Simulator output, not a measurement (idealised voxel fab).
process module | voxel transistor to metal
cross-section cut | 185 nm wide | cells 5 nm
A cross-section is a grid of square cells, given in bands from the top down. A band is one or more rows of cells.
Each band's line starts with the height of the band's top and of its bottom, in nm. Then come its materials from left to right, each with its width in nm. One material with "throughout" fills the band from edge to edge. "air" is empty space.
Height 0 is the level under which the wafer as received is all one material. The lowest band goes on downwards, as in "0 down".
A width such as "30 to 40" changes by the same amount from each row of cells to the next, from the band's top row to its bottom row.
"no change" after a step means that no cell of the cross-section changed.
closed voids: empty space of 8 cells or more with no open way to the top, each as width x height at its distance from the left edge, in nm
after a step's settings: what the simulator itself notes on the step
overlay nm, on a step with a mask: how far to the right of its planned place the mask lay; to the left if negative
plan
1 op RECEIVE | material Si
2 op OXIDIZE | depth nm 5
3 op CONFORMAL_DEP | material SiN | thk nm 15
4 op PATTERN | tone cover | mask id ACTIVE | material resist | width nm 115 | thk nm 15 | overlay nm 0
5 op DIRECTIONAL_ETCH | etch materials SiN | depth nm 15
6 op DIRECTIONAL_ETCH | etch materials SiO2 | depth nm 5
7 op DIRECTIONAL_ETCH | etch materials Si | depth nm 30
8 op STRIP | etch materials resist
9 op OXIDIZE | depth nm 5
10 op FILL_DEP | material SiO2 | thk nm 10
11 op CMP | height nm 15
12 op SELECTIVE_ETCH | etch materials SiO2 | depth nm 10
13 op STRIP | etch materials SiN
14 op SELECTIVE_ETCH | etch materials SiO2 | depth nm 5
15 op OXIDIZE | depth nm 5
16 op DIRECTIONAL_DEP | material polySi | thk nm 30
17 op DIRECTIONAL_DEP | material SiCN | thk nm 15
18 op PATTERN | tone cover | mask id GATE | material resist | width nm 35 | thk nm 20 | overlay nm 0
19 op DIRECTIONAL_ETCH | etch materials SiCN | depth nm 25
20 op DIRECTIONAL_ETCH | etch materials polySi | depth nm 40
21 op STRIP | etch materials resist
22 op CONFORMAL_DEP | material SiN | thk nm 5
23 op DIRECTIONAL_ETCH | etch materials SiN | depth nm 5
24 op DIRECTIONAL_ETCH | etch materials SiO2 | depth nm 5
25 op DIRECTIONAL_ETCH | etch materials Si | depth nm 10
26 op EPI | material pSi | thk nm 15
27 op FILL_DEP | material SiO2 | thk nm 5
28 op CMP | height nm 25
29 op STRIP | etch materials polySi
30 op SELECTIVE_ETCH | etch materials SiO2 | depth nm 5
31 op CONFORMAL_DEP | material HfO2 | thk nm 5
32 op CONFORMAL_DEP | material TiN | thk nm 5
33 op FILL_DEP | material W | thk nm 10
34 op CMP | height nm 20
35 op DIRECTIONAL_DEP | material SiO2 | thk nm 10
36 op PATTERN | tone open | mask id CONTACT | material resist | width nm 15 | pitch nm 90 | thk nm 15 | overlay nm 0
37 op DIRECTIONAL_ETCH | etch materials SiO2 | depth nm 35
38 op STRIP | etch materials resist
39 op CONFORMAL_DEP | material TiN | thk nm 5
40 op FILL_DEP | material W | thk nm 10
41 op CMP | height nm 30
42 op CONFORMAL_DEP | material SiCN | thk nm 5
43 op DIRECTIONAL_DEP | material lowk | thk nm 25
44 op PATTERN | tone open | mask id METAL_1 | material resist | width nm 15 | pitch nm 90 | thk nm 15 | overlay nm 0
45 op DIRECTIONAL_ETCH | etch materials lowk | depth nm 25
46 op DIRECTIONAL_ETCH | etch materials SiCN | depth nm 5
47 op STRIP | etch materials resist
48 op CONFORMAL_DEP | material TiN | thk nm 5
49 op FILL_DEP | material Cu | thk nm 10
50 op CMP | height nm 60
51 op EPI | material Ru | thk nm 5
52 op FILL_DEP | material SiCN | thk nm 5
53 op DIRECTIONAL_DEP | material lowk | thk nm 30
54 op MASKED_ETCH | tone open | mask id METAL_2 | width nm 15 | pitch nm 90 | etch materials lowk | depth nm 20 | overlay nm 0
55 op PATTERN | tone open | mask id METAL_2_HOLES | material resist | width nm 15 | pitch nm 90 | thk nm 20 | overlay nm 0
56 op DIRECTIONAL_ETCH | etch materials lowk | depth nm 10
57 op DIRECTIONAL_ETCH | etch materials SiCN | depth nm 5
58 op STRIP | etch materials resist
59 op CONFORMAL_DEP | material TiN | thk nm 5
60 op FILL_DEP | material Cu | thk nm 5
61 op CMP | height nm 100
62 op CONFORMAL_DEP | material SiCN | thk nm 5
as received, after step 1
  0 down: Si throughout
  closed voids: none
first wafer at the end, as planned
  105 to 100: SiCN throughout
  100 to 70: lowk 40 | TiN 5 | Cu 5 | TiN 5 | lowk 75 | TiN 5 | Cu 5 | TiN 5 | lowk 40
  70 to 65: SiCN 40 | TiN 15 | SiCN 75 | TiN 15 | SiCN 40
  65 to 60: SiCN 35 | Ru 25 | SiCN 65 | Ru 25 | SiCN 35
  60 to 35: lowk 40 | TiN 5 | Cu 5 | TiN 5 | lowk 75 | TiN 5 | Cu 5 | TiN 5 | lowk 40
  35 to 30: SiCN 40 | TiN 15 | SiCN 75 | TiN 15 | SiCN 40
  30 to 20: SiO2 40 | TiN 5 | W 5 | TiN 5 | SiO2 75 | TiN 5 | W 5 | TiN 5 | SiO2 40
  20 to 5: SiO2 40 | TiN 5 | W 5 | TiN 5 | SiO2 15 | SiN 5 | HfO2 5 | TiN 5 | W 15 | TiN 5 | HfO2 5 | SiN 5 | SiO2 15 | TiN 5 | W 5 | TiN 5 | SiO2 40
  5 to 0: SiO2 40 | TiN 5 | W 5 | TiN 5 | pSi 15 | SiN 5 | HfO2 5 | TiN 5 | W 15 | TiN 5 | HfO2 5 | SiN 5 | pSi 15 | TiN 5 | W 5 | TiN 5 | SiO2 40
  0 to -5: SiO2 30 | SiN 5 | SiO2 5 | TiN 15 | pSi 15 | SiN 5 | HfO2 5 | TiN 25 | HfO2 5 | SiN 5 | pSi 15 | TiN 15 | SiO2 5 | SiN 5 | SiO2 30
  -5 to -10: SiO2 35 | pSi 35 | HfO2 45 | pSi 35 | SiO2 35
  -10 to -20: SiO2 40 | pSi 30 | Si 45 | pSi 30 | SiO2 40
  -20 to -40: SiO2 40 | Si 105 | SiO2 40
  -40 down: Si throughout
  closed voids: none
second wafer at the end: like start, like plan, one mistake
  105 to 100: SiCN throughout
  100 to 90: lowk 40 | TiN 5 to 15 | Cu 15 to 5 | TiN 5 | lowk 65 | TiN 5 to 15 | Cu 15 to 5 | TiN 5 | lowk 30
  90 to 85: lowk 50 | TiN 5 | Cu 5 | TiN 5 | lowk 75 | TiN 5 | Cu 5 | TiN 5 | lowk 30
  85 to 80: lowk 50 | TiN 15 | lowk 75 | TiN 15 | lowk 30
  80 to 70: lowk 50 | TiN 5 | lowk 85 | TiN 5 | lowk 40
  70 to 65: SiCN 50 | TiN 5 | SiCN 85 | TiN 5 | SiCN 40
  65 to 60: SiCN 35 | Ru 25 | SiCN 65 | Ru 25 | SiCN 35
  60 to 35: lowk 40 | TiN 5 | Cu 5 | TiN 5 | lowk 75 | TiN 5 | Cu 5 | TiN 5 | lowk 40
  35 to 30: SiCN 40 | TiN 15 | SiCN 75 | TiN 15 | SiCN 40
  30 to 20: SiO2 40 | TiN 5 | W 5 | TiN 5 | SiO2 75 | TiN 5 | W 5 | TiN 5 | SiO2 40
  20 to 5: SiO2 40 | TiN 5 | W 5 | TiN 5 | SiO2 15 | SiN 5 | HfO2 5 | TiN 5 | W 15 | TiN 5 | HfO2 5 | SiN 5 | SiO2 15 | TiN 5 | W 5 | TiN 5 | SiO2 40
  5 to 0: SiO2 40 | TiN 5 | W 5 | TiN 5 | pSi 15 | SiN 5 | HfO2 5 | TiN 5 | W 15 | TiN 5 | HfO2 5 | SiN 5 | pSi 15 | TiN 5 | W 5 | TiN 5 | SiO2 40
  0 to -5: SiO2 30 | SiN 5 | SiO2 5 | TiN 15 | pSi 15 | SiN 5 | HfO2 5 | TiN 25 | HfO2 5 | SiN 5 | pSi 15 | TiN 15 | SiO2 5 | SiN 5 | SiO2 30
  -5 to -10: SiO2 35 | pSi 35 | HfO2 45 | pSi 35 | SiO2 35
  -10 to -20: SiO2 40 | pSi 30 | Si 45 | pSi 30 | SiO2 40
  -20 to -40: SiO2 40 | Si 105 | SiO2 40
  -40 down: Si throughout
  closed voids: none
what went wrong: step 54 ran as: op MASKED_ETCH | tone open | mask id METAL_2 | width nm 15 | pitch nm 90 | etch materials lowk | depth nm 20 | overlay nm 10
at the end the second wafer has, in cells: 2 fewer of Cu | 4 more of SiCN | 2 fewer of TiN
